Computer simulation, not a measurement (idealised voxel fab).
Proc. module: voxel trench capacitor
Cross-section cut spans 195 nm and uses square cells 5 nm in size.
In this document a cross-section is written as a grid of square cells. It is given as a series of bands, listed from the top down, and a band is one or more rows of cells. A band entry consists of two parts. The first gives the height of the band's top and the height of its bottom, in nm. The rest lists the band's materials from left to right, each with its width in nm. A single material labelled with the word "throughout" fills the band from edge to edge, and the word "air" marks empty space. Height reference: 0 = level under which incoming wafer is all one material. Lowest band: no bottom, runs on downward, e.g. "from 0 down". Width spec "30 to 40" -> top row of cells at first value, bottom row at second value, equal per-row change in between. Step marked "no change"? Then no cell in the cross-section changed in it. "Enclosed void list" enumerates empty spaces isolated from the top, with no open way to it, that contain at least 8 cells, giving each as width x height at distance from the left edge, all three in nm. It should be noted that, on the line of a given step, the content following the step's settings is a remark produced by the simulator itself with respect to that step. When a step includes a mask, the "overlay nm" setting on its line states how far to the right of its planned place that mask lay, and negative values state how far to the left.
-- Steps planned for the process
- 1: RECEIVE [material Si]
- 2: CONFORMAL_DEP [material SiN] [thk nm 5]
- 3: DIRECTIONAL_DEP [material aC] [thk nm 15]
- 4: PATTERN [tone open] [mask id TRENCH] [material resist] [width nm 25] [pitch nm 50] [thk nm 30] [overlay nm 0]
- 5: DIRECTIONAL_ETCH [etch materials aC] [depth nm 15]
- 6: STRIP [etch materials resist]
- 7: DIRECTIONAL_ETCH [etch materials SiN] [depth nm 5]
- 8: DIRECTIONAL_ETCH [etch materials Si] [depth nm 40]
- 9: STRIP [etch materials aC]
- 10: CONFORMAL_DEP [material Al2O3] [thk nm 5]
- 11: CONFORMAL_DEP [material TiN] [thk nm 5]
- 12: FILL_DEP [material W] [thk nm 10]
- 13: CMP [height nm 5]
-- Cross-sectional view of the wafer in its as-received condition, corresponding to the state after step 1
  from 0 down  Si throughout
  Enclosed void list: none
-- Final wafer profile in cross-section after the module, from the same start and plan as above, with one mistake made during processing
  from 5 to 0  SiN 30 | Al2O3 5 | TiN 5 | W 15 | TiN 5 | Al2O3 5 | SiN 15 | Al2O3 5 | TiN 5 | W 15 | TiN 5 | Al2O3 5 | SiN 15 | Al2O3 5 | TiN 5 | W 15 | TiN 5 | Al2O3 5 | SiN 30
  from 0 to -30  Si 30 | Al2O3 5 | TiN 5 | W 15 | TiN 5 | Al2O3 5 | Si 15 | Al2O3 5 | TiN 5 | W 15 | TiN 5 | Al2O3 5 | Si 15 | Al2O3 5 | TiN 5 | W 15 | TiN 5 | Al2O3 5 | Si 30
  from -30 to -35  Si 30 | Al2O3 5 | TiN 25 | Al2O3 5 | Si 15 | Al2O3 5 | TiN 25 | Al2O3 5 | Si 15 | Al2O3 5 | TiN 25 | Al2O3 5 | Si 30
  from -35 to -40  Si 30 | Al2O3 35 | Si 15 | Al2O3 35 | Si 15 | Al2O3 35 | Si 30
  from -40 down  Si throughout
  Enclosed void list: none
Processing error: off-plan run, step 4, actual operation and settings PATTERN [tone open] [mask id TRENCH] [material resist] [width nm 35] [pitch nm 50] [thk nm 30] [overlay nm 0]
